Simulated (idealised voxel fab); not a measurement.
A process module follows: voxel capacitor over wiring.
Displayed cross-section: cut, width of 285 nm, square cells sized 5 nm.
If you're reading a cross-section in this doc, picture square cells in a grid; it comes to you as bands, top ones listed first down to the bottom, and a band can be one or more rows of cells. A band entry consists of two parts. The first gives the height of the band's top and the height of its bottom, in nm. The rest lists the band's materials from left to right, each with its width in nm. A single material labelled with the word "throughout" fills the band from edge to edge, and the word "air" marks empty space. Heights are reckoned from 0. Under this level, the received wafer is all of one material. The bottommost band is open-ended downward, for example "0 -> down". Graded width ("30->40"): value in top row of band = first number; value in bottom row = second number; row-to-row change constant. Basically "identical to before" means that step didn't change any cell in the cross-section. Empty spaces without an open route to the top, at least 8 cells in extent, make up the entry "Completely enclosed voids"; each is given as width x height at distance, where the distance is measured from the left edge, and all are in nm. Heads up: the bit after the settings on a step's line is the simulator's remark on that step. A step line may carry the setting "overlay nm", which, for steps involving a mask, states the distance by which the mask lay to the right of its intended position; negative values denote displacement to the left.

So here's the lineup of process steps we planned:
1) RECEIVE,material Si
2) CONFORMAL_DEP,material SiO2,thk nm 10
3) DIRECTIONAL_DEP,material TiN,thk nm 5
4) DIRECTIONAL_DEP,material Ru,thk nm 15
5) PATTERN,tone cover,mask id METAL_1,material resist,width nm 30,pitch nm 80,thk nm 20,overlay nm 0
6) DIRECTIONAL_ETCH,etch materials Ru,depth nm 15
7) DIRECTIONAL_ETCH,etch materials TiN,depth nm 5
8) STRIP,etch materials resist
9) CONFORMAL_DEP,material SiN,thk nm 5
10) FILL_DEP,material lowk,thk nm 5
11) CMP,height nm 30
12) CONFORMAL_DEP,material SiCN,thk nm 5
13) DIRECTIONAL_DEP,material SiO2,thk nm 10
14) MASKED_ETCH,tone open,mask id PLUG_1,width nm 15,etch materials SiO2,depth nm 10,overlay nm 0
15) MASKED_ETCH,tone open,mask id PLUG_1,width nm 15,etch materials SiCN,depth nm 5,overlay nm 0
16) EPI,material Ru,thk nm 10
17) EPI,material Ru,thk nm 5
18) DIRECTIONAL_DEP,material TiN,thk nm 10
19) DIRECTIONAL_DEP,material Al2O3,thk nm 5
20) DIRECTIONAL_DEP,material TiN,thk nm 10
21) PATTERN,tone cover,mask id UPPER_PLATE,material resist,width nm 55,thk nm 20,overlay nm 0
22) DIRECTIONAL_ETCH,etch materials TiN,depth nm 10
23) DIRECTIONAL_ETCH,etch materials Al2O3,depth nm 5
24) STRIP,etch materials resist
25) MASKED_ETCH,tone cover,mask id LOWER_PLATE,width nm 65,etch materials TiN,depth nm 10,overlay nm 0
26) FILL_DEP,material SiO2,thk nm 15
27) CMP,height nm 80
28) DIRECTIONAL_DEP,material aC,thk nm 10
29) PATTERN,tone open,mask id PLUG_2,material resist,width nm 15,thk nm 30,overlay nm 0
30) DIRECTIONAL_ETCH,etch materials aC,depth nm 10
31) STRIP,etch materials resist
32) DIRECTIONAL_ETCH,etch materials SiO2,depth nm 10
33) STRIP,etch materials aC
34) CONFORMAL_DEP,material TiN,thk nm 5
35) FILL_DEP,material Ru,thk nm 5
36) CMP,height nm 80
37) CONFORMAL_DEP,material SiCN,thk nm 5

The cross-section here shows the wafer as received, i.e. in its state after step 1:
> 0 -> down  Si throughout
> Completely enclosed voids: none

The first of the two wafers as seen in cross-section once the module was finished; processing followed the plan:
> 85 -> 80  SiCN throughout
> 80 -> 75  SiO2=110 | TiN=5 | Ru=5 | TiN=5 | SiO2=160
> 75 -> 70  SiO2=110 | TiN=15 | SiO2=160
> 70 -> 60  SiO2=100 | TiN=55 | SiO2=130
> 60 -> 55  SiO2=100 | Al2O3=55 | SiO2=130
> 55 -> 45  SiO2=95 | TiN=65 | SiO2=125
> 45 -> 35  SiO2=100 | Ru=15 | SiO2=170
> 35 -> 30  SiCN=100 | Ru=15 | SiCN=170
> 30 -> 15  lowk=80 | SiN=5 | Ru=30 | SiN=5 | lowk=40 | SiN=5 | Ru=30 | SiN=5 | lowk=85
> 15 -> 10  SiN=85 | TiN=30 | SiN=50 | TiN=30 | SiN=90
> 10 -> 0  SiO2 throughout
> 0 -> down  Si throughout
> Completely enclosed voids: none

Cross-sectional view of the second of two wafers upon completion of the module. This wafer shared its starting condition and process plan with the first; one error was made during its execution:
> 85 -> 80  SiCN throughout
> 80 -> 75  SiO2=110 | TiN=5 | Ru=5 | TiN=5 | SiO2=160
> 75 -> 70  SiO2=110 | TiN=15 | SiO2=160
> 70 -> 60  SiO2=100 | TiN=55 | SiO2=130
> 60 -> 55  SiO2=100 | Al2O3=55 | SiO2=130
> 55 -> 45  SiO2=95 | TiN=65 | SiO2=125
> 45 -> 35  SiO2=100 | Ru=15 | SiO2=170
> 35 -> 30  SiCN=100 | Ru=15 | SiCN=170
> 30 -> 20  lowk=80 | SiN=5 | Ru=30 | SiN=5 | lowk=40 | SiN=5 | Ru=30 | SiN=5 | lowk=85
> 20 -> 15  SiN=85 | Ru=30 | SiN=50 | Ru=30 | SiN=90
> 15 -> 5  SiO2 throughout
> 5 -> 0  TiN throughout
> 0 -> down  Si throughout
> Completely enclosed voids: none
What went wrong in running the wafer? step 2 ran in the slot meant for step 3, and vice versa
Upon completion, the second wafer contains, in terms of cells, a greater or smaller amount of certain materials than the first wafer: SiN: 4 fewer, TiN: 45 more, lowk: 41 fewer
